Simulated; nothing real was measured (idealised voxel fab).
The following process module bears the name voxel wiring stack.
Section cut is 195 nm wide and gridded with 5 nm square cells.
A cross-section is written here as square cells arranged in a grid, and it is given in bands from the top down, each band taking up one or more rows of cells. For a band, the entry starts with two heights in nm, that of the top and then that of the bottom, and carries on with the band's materials in order from left to right, each alongside its width in nm; the word "everywhere" beside a single material means it fills the band edge to edge, and "blank" means empty space. Height datum 0, below which the as-received substrate wafer is one material. Lowest band open at the bottom, running downward: "0 nm and below". Per-row width for "30->40": begins at first number (top row of band), ends at second number (bottom row), increment between rows held constant. "nothing was modified" -> step changed no cross-section cell. The entry titled "Enclosed internal voids" provides the empty spaces that have no open way to the top, restricted to those of 8 cells or more. Each is presented as width x height at distance, the distance being measured from the left edge, with all three in nm. after a step's settings: what the simulator itself notes on the step. overlay nm: mask right of planned place by this much (step with mask). Neg. = left.

[Process steps - plan]
1: RECEIVE, material Si
2: CONFORMAL_DEP, material SiO2, thk nm 10
3: CONFORMAL_DEP, material SiCN, thk nm 5
4: DIRECTIONAL_DEP, material SiO2, thk nm 15
5: PATTERN, tone open, mask id METAL_1, material resist, width nm 25, pitch nm 55, thk nm 15, overlay nm 0
6: DIRECTIONAL_ETCH, etch materials SiO2, depth nm 15
7: DIRECTIONAL_ETCH, etch materials SiCN, depth nm 5
8: STRIP, etch materials resist
9: CONFORMAL_DEP, material TiN, thk nm 5
10: FILL_DEP, material W, thk nm 5
11: CMP, height nm 30
12: CONFORMAL_DEP, material SiCN, thk nm 5
13: DIRECTIONAL_DEP, material lowk, thk nm 15
14: PATTERN, tone open, mask id PLUG_1, material resist, width nm 15, pitch nm 55, thk nm 15, overlay nm 0
15: DIRECTIONAL_ETCH, etch materials lowk, depth nm 15
16: DIRECTIONAL_ETCH, etch materials SiCN, depth nm 5
17: STRIP, etch materials resist
18: CONFORMAL_DEP, material TiN, thk nm 5
19: FILL_DEP, material Ru, thk nm 10
20: CMP, height nm 50
21: DIRECTIONAL_DEP, material TiN, thk nm 5
22: DIRECTIONAL_DEP, material W, thk nm 15
23: DIRECTIONAL_DEP, material aC, thk nm 10
24: PATTERN, tone cover, mask id METAL_2, material resist, width nm 25, pitch nm 55, thk nm 25, overlay nm 0
25: DIRECTIONAL_ETCH, etch materials aC, depth nm 10
26: STRIP, etch materials resist
27: DIRECTIONAL_ETCH, etch materials W, depth nm 15
28: DIRECTIONAL_ETCH, etch materials TiN, depth nm 5
29: STRIP, etch materials aC
30: CONFORMAL_DEP, material SiN, thk nm 5
31: FILL_DEP, material SiO2, thk nm 5
32: CMP, height nm 70
33: CONFORMAL_DEP, material SiCN, thk nm 5
34: DIRECTIONAL_DEP, material lowk, thk nm 25
35: MASKED_ETCH, tone open, mask id METAL_3_HOLES, width nm 15, etch materials lowk, depth nm 25, overlay nm 0
36: PATTERN, tone open, mask id METAL_3, material resist, width nm 25, pitch nm 55, thk nm 20, overlay nm 0
37: DIRECTIONAL_ETCH, etch materials lowk, depth nm 15
38: DIRECTIONAL_ETCH, etch materials SiCN, depth nm 5
39: STRIP, etch materials resist
40: CONFORMAL_DEP, material TiN, thk nm 5
41: FILL_DEP, material Cu, thk nm 10
42: CMP, height nm 100
43: CONFORMAL_DEP, material SiCN, thk nm 5

[Account of the first of two wafers, which was processed as intended]

[Wafer at receipt (post step 1), cross-section]
  0 nm and below  Si everywhere
  Enclosed internal voids: none

[So this is the wafer cross-section right after step 2]
  10 nm to 0 nm  SiO2 everywhere
  Below a height of 0, the structure has not been altered.

[So this is the wafer cross-section right after step 3]
  15 nm to 10 nm  SiCN everywhere
  Below a height of 10, the structure has not been altered.

[So this is the wafer cross-section right after step 4]
  30 nm to 15 nm  SiO2 everywhere
  Below a height of 15, the structure has not been altered.

[So this is the wafer cross-section right after step 5]
  45 nm to 30 nm  resist 55 nm | blank 25 nm | resist 30 nm | blank 25 nm | resist 60 nm
  Below a height of 30, the structure has not been altered.

[So this is the wafer cross-section right after step 6]
  45 nm to 30 nm  resist 55 nm | blank 25 nm | resist 30 nm | blank 25 nm | resist 60 nm
  30 nm to 15 nm  SiO2 55 nm | blank 25 nm | SiO2 30 nm | blank 25 nm | SiO2 60 nm
  Below a height of 15, the structure has not been altered.

[So this is the wafer cross-section right after step 7]
  45 nm to 30 nm  resist 55 nm | blank 25 nm | resist 30 nm | blank 25 nm | resist 60 nm
  30 nm to 15 nm  SiO2 55 nm | blank 25 nm | SiO2 30 nm | blank 25 nm | SiO2 60 nm
  15 nm to 10 nm  SiCN 55 nm | blank 25 nm | SiCN 30 nm | blank 25 nm | SiCN 60 nm
  Below a height of 10, the structure has not been altered.

[So this is the wafer cross-section right after step 8]
  30 nm to 15 nm  SiO2 55 nm | blank 25 nm | SiO2 30 nm | blank 25 nm | SiO2 60 nm
  Below a height of 15, the structure has not been altered.

[So this is the wafer cross-section right after step 9]
  35 nm to 30 nm  TiN 60 nm | blank 15 nm | TiN 40 nm | blank 15 nm | TiN 65 nm
  30 nm to 15 nm  SiO2 55 nm | TiN 5 nm | blank 15 nm | TiN 5 nm | SiO2 30 nm | TiN 5 nm | blank 15 nm | TiN 5 nm | SiO2 60 nm
  15 nm to 10 nm  SiCN 55 nm | TiN 25 nm | SiCN 30 nm | TiN 25 nm | SiCN 60 nm
  Below a height of 10, the structure has not been altered.

[So this is the wafer cross-section right after step 10]
  40 nm to 35 nm  W everywhere
  35 nm to 30 nm  TiN 60 nm | W 15 nm | TiN 40 nm | W 15 nm | TiN 65 nm
  30 nm to 15 nm  SiO2 55 nm | TiN 5 nm | W 15 nm | TiN 5 nm | SiO2 30 nm | TiN 5 nm | W 15 nm | TiN 5 nm | SiO2 60 nm
  Below a height of 15, the structure has not been altered.

[So this is the wafer cross-section right after step 11]
  30 nm to 15 nm  SiO2 55 nm | TiN 5 nm | W 15 nm | TiN 5 nm | SiO2 30 nm | TiN 5 nm | W 15 nm | TiN 5 nm | SiO2 60 nm
  Below a height of 15, the structure has not been altered.

[So this is the wafer cross-section right after step 12]
  35 nm to 30 nm  SiCN everywhere
  Below a height of 30, the structure has not been altered.

[So this is the wafer cross-section right after step 13]
  50 nm to 35 nm  lowk everywhere
  Below a height of 35, the structure has not been altered.

[So this is the wafer cross-section right after step 14]
  65 nm to 50 nm  resist 55 nm | blank 15 nm | resist 40 nm | blank 15 nm | resist 70 nm
  Below a height of 50, the structure has not been altered.

[So this is the wafer cross-section right after step 15]
  65 nm to 50 nm  resist 55 nm | blank 15 nm | resist 40 nm | blank 15 nm | resist 70 nm
  50 nm to 35 nm  lowk 55 nm | blank 15 nm | lowk 40 nm | blank 15 nm | lowk 70 nm
  Below a height of 35, the structure has not been altered.

[So this is the wafer cross-section right after step 16]
  65 nm to 50 nm  resist 55 nm | blank 15 nm | resist 40 nm | blank 15 nm | resist 70 nm
  50 nm to 35 nm  lowk 55 nm | blank 15 nm | lowk 40 nm | blank 15 nm | lowk 70 nm
  35 nm to 30 nm  SiCN 55 nm | blank 15 nm | SiCN 40 nm | blank 15 nm | SiCN 70 nm
  Below a height of 30, the structure has not been altered.

[So this is the wafer cross-section right after step 17]
  50 nm to 35 nm  lowk 55 nm | blank 15 nm | lowk 40 nm | blank 15 nm | lowk 70 nm
  Below a height of 35, the structure has not been altered.

[So this is the wafer cross-section right after step 18]
  55 nm to 50 nm  TiN 60 nm | blank 5 nm | TiN 50 nm | blank 5 nm | TiN 75 nm
  50 nm to 35 nm  lowk 55 nm | TiN 5 nm | blank 5 nm | TiN 5 nm | lowk 40 nm | TiN 5 nm | blank 5 nm | TiN 5 nm | lowk 70 nm
  35 nm to 30 nm  SiCN 55 nm | TiN 15 nm | SiCN 40 nm | TiN 15 nm | SiCN 70 nm
  Below a height of 30, the structure has not been altered.

[So this is the wafer cross-section right after step 19]
  65 nm to 55 nm  Ru everywhere
  55 nm to 50 nm  TiN 60 nm | Ru 5 nm | TiN 50 nm | Ru 5 nm | TiN 75 nm
  50 nm to 35 nm  lowk 55 nm | TiN 5 nm | Ru 5 nm | TiN 5 nm | lowk 40 nm | TiN 5 nm | Ru 5 nm | TiN 5 nm | lowk 70 nm
  Below a height of 35, the structure has not been altered.

[So this is the wafer cross-section right after step 20]
  50 nm to 35 nm  lowk 55 nm | TiN 5 nm | Ru 5 nm | TiN 5 nm | lowk 40 nm | TiN 5 nm | Ru 5 nm | TiN 5 nm | lowk 70 nm
  Below a height of 35, the structure has not been altered.

[So this is the wafer cross-section right after step 21]
  55 nm to 50 nm  TiN everywhere
  Below a height of 50, the structure has not been altered.

[So this is the wafer cross-section right after step 22]
  70 nm to 55 nm  W everywhere
  Below a height of 55, the structure has not been altered.

[So this is the wafer cross-section right after step 23]
  80 nm to 70 nm  aC everywhere
  Below a height of 70, the structure has not been altered.

[So this is the wafer cross-section right after step 24]
  105 nm to 80 nm  blank 55 nm | resist 25 nm | blank 30 nm | resist 25 nm | blank 60 nm
  Below a height of 80, the structure has not been altered.

[So this is the wafer cross-section right after step 25]
  95 nm to 80 nm  blank 55 nm | resist 25 nm | blank 30 nm | resist 25 nm | blank 60 nm
  80 nm to 70 nm  blank 55 nm | aC 25 nm | blank 30 nm | aC 25 nm | blank 60 nm
  Below a height of 70, the structure has not been altered.

[So this is the wafer cross-section right after step 26]
  80 nm to 70 nm  blank 55 nm | aC 25 nm | blank 30 nm | aC 25 nm | blank 60 nm
  Below a height of 70, the structure has not been altered.

[So this is the wafer cross-section right after step 27]
  80 nm to 70 nm  blank 55 nm | aC 25 nm | blank 30 nm | aC 25 nm | blank 60 nm
  70 nm to 55 nm  blank 55 nm | W 25 nm | blank 30 nm | W 25 nm | blank 60 nm
  Below a height of 55, the structure has not been altered.

[So this is the wafer cross-section right after step 28]
  80 nm to 70 nm  blank 55 nm | aC 25 nm | blank 30 nm | aC 25 nm | blank 60 nm
  70 nm to 55 nm  blank 55 nm | W 25 nm | blank 30 nm | W 25 nm | blank 60 nm
  55 nm to 50 nm  blank 55 nm | TiN 25 nm | blank 30 nm | TiN 25 nm | blank 60 nm
  Below a height of 50, the structure has not been altered.

[So this is the wafer cross-section right after step 29]
  70 nm to 55 nm  blank 55 nm | W 25 nm | blank 30 nm | W 25 nm | blank 60 nm
  Below a height of 55, the structure has not been altered.

[So this is the wafer cross-section right after step 30]
  75 nm to 70 nm  blank 50 nm | SiN 35 nm | blank 20 nm | SiN 35 nm | blank 55 nm
  70 nm to 55 nm  blank 50 nm | SiN 5 nm | W 25 nm | SiN 5 nm | blank 20 nm | SiN 5 nm | W 25 nm | SiN 5 nm | blank 55 nm
  55 nm to 50 nm  SiN 55 nm | TiN 25 nm | SiN 30 nm | TiN 25 nm | SiN 60 nm
  Below a height of 50, the structure has not been altered.

[So this is the wafer cross-section right after step 31]
  80 nm to 75 nm  SiO2 everywhere
  75 nm to 70 nm  SiO2 50 nm | SiN 35 nm | SiO2 20 nm | SiN 35 nm | SiO2 55 nm
  70 nm to 55 nm  SiO2 50 nm | SiN 5 nm | W 25 nm | SiN 5 nm | SiO2 20 nm | SiN 5 nm | W 25 nm | SiN 5 nm | SiO2 55 nm
  Below a height of 55, the structure has not been altered.

[So this is the wafer cross-section right after step 32]
  70 nm to 55 nm  SiO2 50 nm | SiN 5 nm | W 25 nm | SiN 5 nm | SiO2 20 nm | SiN 5 nm | W 25 nm | SiN 5 nm | SiO2 55 nm
  Below a height of 55, the structure has not been altered.

[So this is the wafer cross-section right after step 33]
  75 nm to 70 nm  SiCN everywhere
  Below a height of 70, the structure has not been altered.

[So this is the wafer cross-section right after step 34]
  100 nm to 75 nm  lowk everywhere
  Below a height of 75, the structure has not been altered.

[So this is the wafer cross-section right after step 35]
  100 nm to 75 nm  lowk 55 nm | blank 15 nm | lowk 125 nm
  Below a height of 75, the structure has not been altered.

[So this is the wafer cross-section right after step 36]
  120 nm to 100 nm  resist 55 nm | blank 25 nm | resist 30 nm | blank 25 nm | resist 60 nm
  Below a height of 100, the structure has not been altered.

[So this is the wafer cross-section right after step 37]
  120 nm to 100 nm  resist 55 nm | blank 25 nm | resist 30 nm | blank 25 nm | resist 60 nm
  100 nm to 85 nm  lowk 55 nm | blank 25 nm | lowk 30 nm | blank 25 nm | lowk 60 nm
  Below a height of 85, the structure has not been altered.

[So this is the wafer cross-section right after step 38]
  120 nm to 100 nm  resist 55 nm | blank 25 nm | resist 30 nm | blank 25 nm | resist 60 nm
  100 nm to 85 nm  lowk 55 nm | blank 25 nm | lowk 30 nm | blank 25 nm | lowk 60 nm
  85 nm to 75 nm  lowk 55 nm | blank 15 nm | lowk 125 nm
  75 nm to 70 nm  SiCN 55 nm | blank 15 nm | SiCN 125 nm
  Below a height of 70, the structure has not been altered.

[So this is the wafer cross-section right after step 39]
  100 nm to 85 nm  lowk 55 nm | blank 25 nm | lowk 30 nm | blank 25 nm | lowk 60 nm
  Below a height of 85, the structure has not been altered.

[So this is the wafer cross-section right after step 40]
  105 nm to 100 nm  TiN 60 nm | blank 15 nm | TiN 40 nm | blank 15 nm | TiN 65 nm
  100 nm to 90 nm  lowk 55 nm | TiN 5 nm | blank 15 nm | TiN 5 nm | lowk 30 nm | TiN 5 nm | blank 15 nm | TiN 5 nm | lowk 60 nm
  90 nm to 85 nm  lowk 55 nm | TiN 5 nm | blank 5 nm | TiN 15 nm | lowk 30 nm | TiN 25 nm | lowk 60 nm
  85 nm to 75 nm  lowk 55 nm | TiN 5 nm | blank 5 nm | TiN 5 nm | lowk 125 nm
  75 nm to 70 nm  SiCN 55 nm | TiN 15 nm | SiCN 125 nm
  Below a height of 70, the structure has not been altered.

[So this is the wafer cross-section right after step 41]
  115 nm to 105 nm  Cu everywhere
  105 nm to 100 nm  TiN 60 nm | Cu 15 nm | TiN 40 nm | Cu 15 nm | TiN 65 nm
  100 nm to 90 nm  lowk 55 nm | TiN 5 nm | Cu 15 nm | TiN 5 nm | lowk 30 nm | TiN 5 nm | Cu 15 nm | TiN 5 nm | lowk 60 nm
  90 nm to 85 nm  lowk 55 nm | TiN 5 nm | Cu 5 nm | TiN 15 nm | lowk 30 nm | TiN 25 nm | lowk 60 nm
  85 nm to 75 nm  lowk 55 nm | TiN 5 nm | Cu 5 nm | TiN 5 nm | lowk 125 nm
  Below a height of 75, the structure has not been altered.

[So this is the wafer cross-section right after step 42]
  100 nm to 90 nm  lowk 55 nm | TiN 5 nm | Cu 15 nm | TiN 5 nm | lowk 30 nm | TiN 5 nm | Cu 15 nm | TiN 5 nm | lowk 60 nm
  Below a height of 90, the structure has not been altered.

[So this is the wafer cross-section right after step 43]
  105 nm to 100 nm  SiCN everywhere
  Below a height of 100, the structure has not been altered.

[What follows concerns the second wafer, which started out like the first and was meant to follow the very same plan; one mistake crept in when it was run, but everything up to and including step 13 is the same as for the first wafer]

[Look at the second wafer in cross-section at the time step 14 ought to have finished]
  65 nm to 50 nm  resist 55 nm | blank 20 nm | resist 35 nm | blank 20 nm | resist 65 nm
  Below a height of 50, the structure has not been altered.

[Look at the second wafer in cross-section at the time step 15 ought to have finished]
  65 nm to 50 nm  resist 55 nm | blank 20 nm | resist 35 nm | blank 20 nm | resist 65 nm
  50 nm to 35 nm  lowk 55 nm | blank 20 nm | lowk 35 nm | blank 20 nm | lowk 65 nm
  Below a height of 35, the structure has not been altered.

[Look at the second wafer in cross-section at the time step 16 ought to have finished]
  65 nm to 50 nm  resist 55 nm | blank 20 nm | resist 35 nm | blank 20 nm | resist 65 nm
  50 nm to 35 nm  lowk 55 nm | blank 20 nm | lowk 35 nm | blank 20 nm | lowk 65 nm
  35 nm to 30 nm  SiCN 55 nm | blank 20 nm | SiCN 35 nm | blank 20 nm | SiCN 65 nm
  Below a height of 30, the structure has not been altered.

[Look at the second wafer in cross-section at the time step 17 ought to have finished]
  50 nm to 35 nm  lowk 55 nm | blank 20 nm | lowk 35 nm | blank 20 nm | lowk 65 nm
  Below a height of 35, the structure has not been altered.

[Look at the second wafer in cross-section at the time step 18 ought to have finished]
  55 nm to 50 nm  TiN 60 nm | blank 10 nm | TiN 45 nm | blank 10 nm | TiN 70 nm
  50 nm to 35 nm  lowk 55 nm | TiN 5 nm | blank 10 nm | TiN 5 nm | lowk 35 nm | TiN 5 nm | blank 10 nm | TiN 5 nm | lowk 65 nm
  35 nm to 30 nm  SiCN 55 nm | TiN 20 nm | SiCN 35 nm | TiN 20 nm | SiCN 65 nm
  Below a height of 30, the structure has not been altered.

[Look at the second wafer in cross-section at the time step 19 ought to have finished]
  65 nm to 55 nm  Ru everywhere
  55 nm to 50 nm  TiN 60 nm | Ru 10 nm | TiN 45 nm | Ru 10 nm | TiN 70 nm
  50 nm to 35 nm  lowk 55 nm | TiN 5 nm | Ru 10 nm | TiN 5 nm | lowk 35 nm | TiN 5 nm | Ru 10 nm | TiN 5 nm | lowk 65 nm
  Below a height of 35, the structure has not been altered.

[Look at the second wafer in cross-section at the time step 20 ought to have finished]
  50 nm to 35 nm  lowk 55 nm | TiN 5 nm | Ru 10 nm | TiN 5 nm | lowk 35 nm | TiN 5 nm | Ru 10 nm | TiN 5 nm | lowk 65 nm
  Below a height of 35, the structure has not been altered.

[Look at the second wafer in cross-section at the time step 21 ought to have finished]
  55 nm to 50 nm  TiN everywhere
  Below a height of 50, the structure has not been altered.

[Look at the second wafer in cross-section at the time step 22 ought to have finished]
  70 nm to 55 nm  W everywhere
  Below a height of 55, the structure has not been altered.

[Look at the second wafer in cross-section at the time step 23 ought to have finished]
  80 nm to 70 nm  aC everywhere
  Below a height of 70, the structure has not been altered.

[Look at the second wafer in cross-section at the time step 24 ought to have finished]
  105 nm to 80 nm  blank 55 nm | resist 25 nm | blank 30 nm | resist 25 nm | blank 60 nm
  Below a height of 80, the structure has not been altered.

[Look at the second wafer in cross-section at the time step 25 ought to have finished]
  95 nm to 80 nm  blank 55 nm | resist 25 nm | blank 30 nm | resist 25 nm | blank 60 nm
  80 nm to 70 nm  blank 55 nm | aC 25 nm | blank 30 nm | aC 25 nm | blank 60 nm
  Below a height of 70, the structure has not been altered.

[Look at the second wafer in cross-section at the time step 26 ought to have finished]
  80 nm to 70 nm  blank 55 nm | aC 25 nm | blank 30 nm | aC 25 nm | blank 60 nm
  Below a height of 70, the structure has not been altered.

[Look at the second wafer in cross-section at the time step 27 ought to have finished]
  80 nm to 70 nm  blank 55 nm | aC 25 nm | blank 30 nm | aC 25 nm | blank 60 nm
  70 nm to 55 nm  blank 55 nm | W 25 nm | blank 30 nm | W 25 nm | blank 60 nm
  Below a height of 55, the structure has not been altered.

[Look at the second wafer in cross-section at the time step 28 ought to have finished]
  80 nm to 70 nm  blank 55 nm | aC 25 nm | blank 30 nm | aC 25 nm | blank 60 nm
  70 nm to 55 nm  blank 55 nm | W 25 nm | blank 30 nm | W 25 nm | blank 60 nm
  55 nm to 50 nm  blank 55 nm | TiN 25 nm | blank 30 nm | TiN 25 nm | blank 60 nm
  Below a height of 50, the structure has not been altered.

[Look at the second wafer in cross-section at the time step 29 ought to have finished]
  70 nm to 55 nm  blank 55 nm | W 25 nm | blank 30 nm | W 25 nm | blank 60 nm
  Below a height of 55, the structure has not been altered.

[Look at the second wafer in cross-section at the time step 30 ought to have finished]
  75 nm to 70 nm  blank 50 nm | SiN 35 nm | blank 20 nm | SiN 35 nm | blank 55 nm
  70 nm to 55 nm  blank 50 nm | SiN 5 nm | W 25 nm | SiN 5 nm | blank 20 nm | SiN 5 nm | W 25 nm | SiN 5 nm | blank 55 nm
  55 nm to 50 nm  SiN 55 nm | TiN 25 nm | SiN 30 nm | TiN 25 nm | SiN 60 nm
  Below a height of 50, the structure has not been altered.

[Look at the second wafer in cross-section at the time step 31 ought to have finished]
  80 nm to 75 nm  SiO2 everywhere
  75 nm to 70 nm  SiO2 50 nm | SiN 35 nm | SiO2 20 nm | SiN 35 nm | SiO2 55 nm
  70 nm to 55 nm  SiO2 50 nm | SiN 5 nm | W 25 nm | SiN 5 nm | SiO2 20 nm | SiN 5 nm | W 25 nm | SiN 5 nm | SiO2 55 nm
  Below a height of 55, the structure has not been altered.

[Look at the second wafer in cross-section at the time step 32 ought to have finished]
  70 nm to 55 nm  SiO2 50 nm | SiN 5 nm | W 25 nm | SiN 5 nm | SiO2 20 nm | SiN 5 nm | W 25 nm | SiN 5 nm | SiO2 55 nm
  Below a height of 55, the structure has not been altered.

[Look at the second wafer in cross-section at the time step 33 ought to have finished]
  75 nm to 70 nm  SiCN everywhere
  Below a height of 70, the structure has not been altered.

[Look at the second wafer in cross-section at the time step 34 ought to have finished]
  100 nm to 75 nm  lowk everywhere
  Below a height of 75, the structure has not been altered.

[Look at the second wafer in cross-section at the time step 35 ought to have finished]
  100 nm to 75 nm  lowk 55 nm | blank 15 nm | lowk 125 nm
  Below a height of 75, the structure has not been altered.

[Look at the second wafer in cross-section at the time step 36 ought to have finished]
  120 nm to 100 nm  resist 55 nm | blank 25 nm | resist 30 nm | blank 25 nm | resist 60 nm
  Below a height of 100, the structure has not been altered.

[Look at the second wafer in cross-section at the time step 37 ought to have finished]
  120 nm to 100 nm  resist 55 nm | blank 25 nm | resist 30 nm | blank 25 nm | resist 60 nm
  100 nm to 85 nm  lowk 55 nm | blank 25 nm | lowk 30 nm | blank 25 nm | lowk 60 nm
  Below a height of 85, the structure has not been altered.

[Look at the second wafer in cross-section at the time step 38 ought to have finished]
  120 nm to 100 nm  resist 55 nm | blank 25 nm | resist 30 nm | blank 25 nm | resist 60 nm
  100 nm to 85 nm  lowk 55 nm | blank 25 nm | lowk 30 nm | blank 25 nm | lowk 60 nm
  85 nm to 75 nm  lowk 55 nm | blank 15 nm | lowk 125 nm
  75 nm to 70 nm  SiCN 55 nm | blank 15 nm | SiCN 125 nm
  Below a height of 70, the structure has not been altered.

[Look at the second wafer in cross-section at the time step 39 ought to have finished]
  100 nm to 85 nm  lowk 55 nm | blank 25 nm | lowk 30 nm | blank 25 nm | lowk 60 nm
  Below a height of 85, the structure has not been altered.

[Look at the second wafer in cross-section at the time step 40 ought to have finished]
  105 nm to 100 nm  TiN 60 nm | blank 15 nm | TiN 40 nm | blank 15 nm | TiN 65 nm
  100 nm to 90 nm  lowk 55 nm | TiN 5 nm | blank 15 nm | TiN 5 nm | lowk 30 nm | TiN 5 nm | blank 15 nm | TiN 5 nm | lowk 60 nm
  90 nm to 85 nm  lowk 55 nm | TiN 5 nm | blank 5 nm | TiN 15 nm | lowk 30 nm | TiN 25 nm | lowk 60 nm
  85 nm to 75 nm  lowk 55 nm | TiN 5 nm | blank 5 nm | TiN 5 nm | lowk 125 nm
  75 nm to 70 nm  SiCN 55 nm | TiN 15 nm | SiCN 125 nm
  Below a height of 70, the structure has not been altered.

[Look at the second wafer in cross-section at the time step 41 ought to have finished]
  115 nm to 105 nm  Cu everywhere
  105 nm to 100 nm  TiN 60 nm | Cu 15 nm | TiN 40 nm | Cu 15 nm | TiN 65 nm
  100 nm to 90 nm  lowk 55 nm | TiN 5 nm | Cu 15 nm | TiN 5 nm | lowk 30 nm | TiN 5 nm | Cu 15 nm | TiN 5 nm | lowk 60 nm
  90 nm to 85 nm  lowk 55 nm | TiN 5 nm | Cu 5 nm | TiN 15 nm | lowk 30 nm | TiN 25 nm | lowk 60 nm
  85 nm to 75 nm  lowk 55 nm | TiN 5 nm | Cu 5 nm | TiN 5 nm | lowk 125 nm
  Below a height of 75, the structure has not been altered.

[Look at the second wafer in cross-section at the time step 42 ought to have finished]
  100 nm to 90 nm  lowk 55 nm | TiN 5 nm | Cu 15 nm | TiN 5 nm | lowk 30 nm | TiN 5 nm | Cu 15 nm | TiN 5 nm | lowk 60 nm
  Below a height of 90, the structure has not been altered.

[Look at the second wafer in cross-section at the time step 43 ought to have finished]
  105 nm to 100 nm  SiCN everywhere
  Below a height of 100, the structure has not been altered.
What was done differently from what was planned? step 14 was not run as planned; what actually ran was PATTERN, tone open, mask id PLUG_1, material resist, width nm 20, pitch nm 55, thk nm 15, overlay nm 0
At the finish, the second wafer shows more or fewer cells for some materials than the first does: Ru: 6 more | SiCN: 2 fewer | TiN: 2 more | lowk: 6 fewer
